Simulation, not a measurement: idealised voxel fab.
The following is a process module called voxel trench capacitor.
160 nm wide, 5 nm square cells: that's cross-section cut.
In what follows, cross-sections appear as grids of square cells, described through bands that run from the top down, where every band is one or more rows of cells. A band entry consists of two parts. The first gives the height of the band's top and the height of its bottom, in nm. The rest lists the band's materials from left to right, each with its width in nm. A single material labelled with the word "edge to edge" fills the band from edge to edge, and the word "empty" marks empty space. Note: height 0 marks the level under which the wafer is uniformly one material as received. Lowest band unbounded below, written "top 0, no bottom". A width such as "30->40" changes by the same amount from each row of cells to the next, from the band's top row to its bottom row. Basically "nothing was modified" means that step didn't change any cell in the cross-section. Any empty space of 8 cells or more lacking an open way to the top shows up in "Enclosed cavities" as width x height at distance, distance from the left edge, in nm. If you see something after the settings on a step's line, that's the simulator's own remark about that step. overlay nm: right-of-plan distance of the mask on a masked step; negative values mean left-of-plan.
-- List of planned process steps
1 RECEIVE,material Si
2 CONFORMAL_DEP,material SiN,thk nm 5
3 PATTERN,tone open,mask id TRENCH,material resist,width nm 30,pitch nm 50,thk nm 20,overlay nm 0
4 DIRECTIONAL_ETCH,etch materials SiN,depth nm 5
5 DIRECTIONAL_ETCH,etch materials Si,depth nm 25
6 STRIP,etch materials resist
7 CONFORMAL_DEP,material Al2O3,thk nm 5
8 CONFORMAL_DEP,material TiN,thk nm 5
9 FILL_DEP,material W,thk nm 10
10 CMP,height nm 5
Don't read the plan's thk nm for step 8 as applying to every wafer: that's the first wafer's value, and the wafers differ in it, though they all start identical.
-- The first of several wafers as received, shown in cross-section; this is its state after step 1
  top 0, no bottom | Si edge to edge
  Enclosed cavities: none
-- Depicted here is the first of several wafers in cross-section, at module completion following the last step, step 10
  top 5, bottom 0 | SiN 15 nm, Al2O3 5 nm, TiN 5 nm, W 10 nm, TiN 5 nm, Al2O3 5 nm, SiN 20 nm, Al2O3 5 nm, TiN 5 nm, W 10 nm, TiN 5 nm, Al2O3 5 nm, SiN 20 nm, Al2O3 5 nm, TiN 5 nm, W 10 nm, TiN 5 nm, Al2O3 5 nm, SiN 15 nm
  top 0, bottom -15 | Si 15 nm, Al2O3 5 nm, TiN 5 nm, W 10 nm, TiN 5 nm, Al2O3 5 nm, Si 20 nm, Al2O3 5 nm, TiN 5 nm, W 10 nm, TiN 5 nm, Al2O3 5 nm, Si 20 nm, Al2O3 5 nm, TiN 5 nm, W 10 nm, TiN 5 nm, Al2O3 5 nm, Si 15 nm
  top -15, bottom -20 | Si 15 nm, Al2O3 5 nm, TiN 20 nm, Al2O3 5 nm, Si 20 nm, Al2O3 5 nm, TiN 20 nm, Al2O3 5 nm, Si 20 nm, Al2O3 5 nm, TiN 20 nm, Al2O3 5 nm, Si 15 nm
  top -20, bottom -25 | Si 15 nm, Al2O3 30 nm, Si 20 nm, Al2O3 30 nm, Si 20 nm, Al2O3 30 nm, Si 15 nm
  top -25, no bottom | Si edge to edge
  Enclosed cavities: none
-- So this is the cross-section on the last wafer at the end of the module
  top 5, bottom 0 | SiN 15 nm, Al2O3 5 nm, TiN 20 nm, Al2O3 5 nm, SiN 20 nm, Al2O3 5 nm, TiN 20 nm, Al2O3 5 nm, SiN 20 nm, Al2O3 5 nm, TiN 20 nm, Al2O3 5 nm, SiN 15 nm
  top 0, bottom -20 | Si 15 nm, Al2O3 5 nm, TiN 20 nm, Al2O3 5 nm, Si 20 nm, Al2O3 5 nm, TiN 20 nm, Al2O3 5 nm, Si 20 nm, Al2O3 5 nm, TiN 20 nm, Al2O3 5 nm, Si 15 nm
  top -20, bottom -25 | Si 15 nm, Al2O3 30 nm, Si 20 nm, Al2O3 30 nm, Si 20 nm, Al2O3 30 nm, Si 15 nm
  top -25, no bottom | Si edge to edge
  Enclosed cavities: none
-- wafer rows; end of module; cells per material since receipt: (+) gained, (-) lost; then closed voids
thk nm 5, +48 Al2O3, -90 Si, +14 SiN, +36 TiN, +24 W, Enclosed cavities: none
thk nm 10, +48 Al2O3, -90 Si, +14 SiN, +60 TiN, Enclosed cavities: none
thk nm 15, +48 Al2O3, -90 Si, +14 SiN, +60 TiN, Enclosed cavities: none
thk nm 20, +48 Al2O3, -90 Si, +14 SiN, +60 TiN, Enclosed cavities: none
